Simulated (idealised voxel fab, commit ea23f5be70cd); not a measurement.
process module | voxel ribs on slabs
cross-section cut | 285 nm wide | cells 5 nm
A cross-section is a grid of square cells, given in bands from the top down. A band is one or more rows of cells.
Each band's line starts with the height of the band's top and of its bottom, in nm. Then come its materials from left to right, each with its width in nm. One material with "throughout" fills the band from edge to edge. "air" is empty space.
Height 0 is the level under which the wafer as received is all one material. The lowest band goes on downwards, as in "0 down".
A width such as "30 to 40" changes by the same amount from each row of cells to the next, from the band's top row to its bottom row.
"no change" after a step means that no cell of the cross-section changed.
closed voids: empty space of 8 cells or more with no open way to the top, each as width x height at its distance from the left edge, in nm
after a step's settings: what the simulator itself notes on the step
overlay nm, on a step with a mask: how far to the right of its planned place the mask lay; to the left if negative
plan
1 op RECEIVE | material Si
2 op DIRECTIONAL_DEP | material SiO2 | thk nm 20
3 op DIRECTIONAL_DEP | material SiN | thk nm 20
4 op DIRECTIONAL_DEP | material aC | thk nm 15
5 op PATTERN | tone cover | mask id RIB | material resist | width nm 20 | thk nm 30 | overlay nm 0
6 op DIRECTIONAL_ETCH | etch materials aC | depth nm 15
7 op STRIP | etch materials resist
8 op DIRECTIONAL_ETCH | etch materials SiN | depth nm 5
9 op STRIP | etch materials aC
10 op DIRECTIONAL_DEP | material aC | thk nm 15
11 op PATTERN | tone cover | mask id SLAB | material resist | width nm 70 | thk nm 30 | overlay nm 0
12 op DIRECTIONAL_ETCH | etch materials aC | depth nm 15
13 op STRIP | etch materials resist
14 op DIRECTIONAL_ETCH | etch materials SiN | depth nm 15
15 op STRIP | etch materials aC
16 op FILL_DEP | material SiO2 | thk nm 25
17 op CMP | height nm 55
18 op DIRECTIONAL_DEP | material W | thk nm 10
19 op PATTERN | tone cover | mask id HEATER | material resist | width nm 30 | thk nm 20 | overlay nm 0
20 op DIRECTIONAL_ETCH | etch materials W | depth nm 10
21 op STRIP | etch materials resist
22 op CONFORMAL_DEP | material SiN | thk nm 10
as received, after step 1
  0 down: Si throughout
  closed voids: none
first wafer at the end, as planned
  75 to 65: air 115 | SiN 50 | air 120
  65 to 55: SiN 125 | W 30 | SiN 130
  55 to 40: SiO2 throughout
  40 to 35: SiO2 130 | SiN 20 | SiO2 135
  35 to 20: SiO2 105 | SiN 70 | SiO2 110
  20 to 0: SiO2 throughout
  0 down: Si throughout
  closed voids: none
second wafer at the end: like start, like plan, one mistake
  75 to 65: air 115 | SiN 50 | air 120
  65 to 55: SiN 125 | W 30 | SiN 130
  55 to 40: SiO2 throughout
  40 to 35: SiO2 130 | SiN 20 | SiO2 135
  35 to 20: SiO2 110 | SiN 65 | SiO2 110
  20 to 0: SiO2 throughout
  0 down: Si throughout
  closed voids: none
what went wrong: step 11 ran as: op PATTERN | tone cover | mask id SLAB | material resist | width nm 65 | thk nm 30 | overlay nm 0
at the end the second wafer has, in cells: 3 fewer of SiN | 3 more of SiO2
